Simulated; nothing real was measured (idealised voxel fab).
Process module in this document: voxel self aligned contacts
Section shown: cut. Width: 295 nm. Cell size: 5 nm, square.
When this document writes out a cross-section, it uses a grid of square cells and lists it as bands, beginning at the top and moving down, with a band standing for one or more rows of cells. A band entry consists of two parts. The first gives the height of the band's top and the height of its bottom, in nm. The rest lists the band's materials from left to right, each with its width in nm. A single material labelled with the word "throughout" fills the band from edge to edge, and the word "empty" marks empty space. Counting heights begins at 0, where everything beneath is, in the wafer as received, one material. The lowest band has no bottom; it goes on downwards, as "0..down" shows. Per-row width for "30 to 40": begins at first number (top row of band), ends at second number (bottom row), increment between rows held constant. "everything unchanged" means the step left every cell of the cross-section as it was. In "Enclosed internal cavities" the enclosed voids are listed, meaning empty spaces of 8 cells or larger without any opening to the top. The form is width x height at distance, distance from the left edge, units nm. Note: text after step settings on the step line = simulator remark on that step. Each step line may optionally specify "overlay nm", which for a step with a mask gives the rightward distance between the mask's planned place and where it lay, a negative value indicating the leftward direction.

Intended process steps
1. RECEIVE: material Si
2. CONFORMAL_DEP: material SiO2, thk nm 5
3. DIRECTIONAL_DEP: material polySi, thk nm 20
4. DIRECTIONAL_DEP: material SiN, thk nm 25
5. DIRECTIONAL_DEP: material aC, thk nm 15
6. PATTERN: tone cover, mask id GATE, material resist, width nm 25, pitch nm 65, thk nm 30, overlay nm 0
7. DIRECTIONAL_ETCH: etch materials aC, depth nm 15
8. STRIP: etch materials resist
9. DIRECTIONAL_ETCH: etch materials SiN, depth nm 25
10. DIRECTIONAL_ETCH: etch materials polySi, depth nm 20
11. STRIP: etch materials aC
12. CONFORMAL_DEP: material SiN, thk nm 10
13. DIRECTIONAL_ETCH: etch materials SiN, depth nm 10
14. FILL_DEP: material SiO2, thk nm 15
15. CMP: height nm 60
16. DIRECTIONAL_DEP: material aC, thk nm 10
17. PATTERN: tone open, mask id CONTACT, material resist, width nm 50, pitch nm 65, thk nm 25, overlay nm 0
18. DIRECTIONAL_ETCH: etch materials aC, depth nm 10
19. STRIP: etch materials resist
20. DIRECTIONAL_ETCH: etch materials SiO2, depth nm 60
21. STRIP: etch materials aC
22. CONFORMAL_DEP: material TiN, thk nm 5
23. FILL_DEP: material Ru, thk nm 10
24. CMP: height nm 60
25. CONFORMAL_DEP: material SiN, thk nm 5

This is the cross-section of the wafer as we received it, i.e. after step 1
    0..down = Si throughout
    Enclosed internal cavities: none

Module complete, cross-section. Starting point and plan per above. One mistake made in running the module
    65..60 = SiN throughout
    60..50 = SiO2 (90); TiN (5); Ru (40); TiN (5); SiO2 (15); TiN (5); Ru (40); TiN (5); SiO2 (90)
    50..45 = SiO2 (90); TiN (20); Ru (10); TiN (20); SiO2 (15); TiN (20); Ru (10); TiN (20); SiO2 (90)
    45..20 = SiO2 (60); SiN (45); TiN (5); Ru (10); TiN (5); SiN (45); TiN (5); Ru (10); TiN (5); SiN (45); SiO2 (60)
    20..5 = SiO2 (60); SiN (10); polySi (25); SiN (10); TiN (5); Ru (10); TiN (5); SiN (10); polySi (25); SiN (10); TiN (5); Ru (10); TiN (5); SiN (10); polySi (25); SiN (10); SiO2 (60)
    5..0 = SiO2 (60); SiN (10); polySi (25); SiN (10); TiN (20); SiN (10); polySi (25); SiN (10); TiN (20); SiN (10); polySi (25); SiN (10); SiO2 (60)
    0..down = Si throughout
    Enclosed internal cavities: none
The mistake made against the process plan was this: step 2 of the plan was jumped over and never run
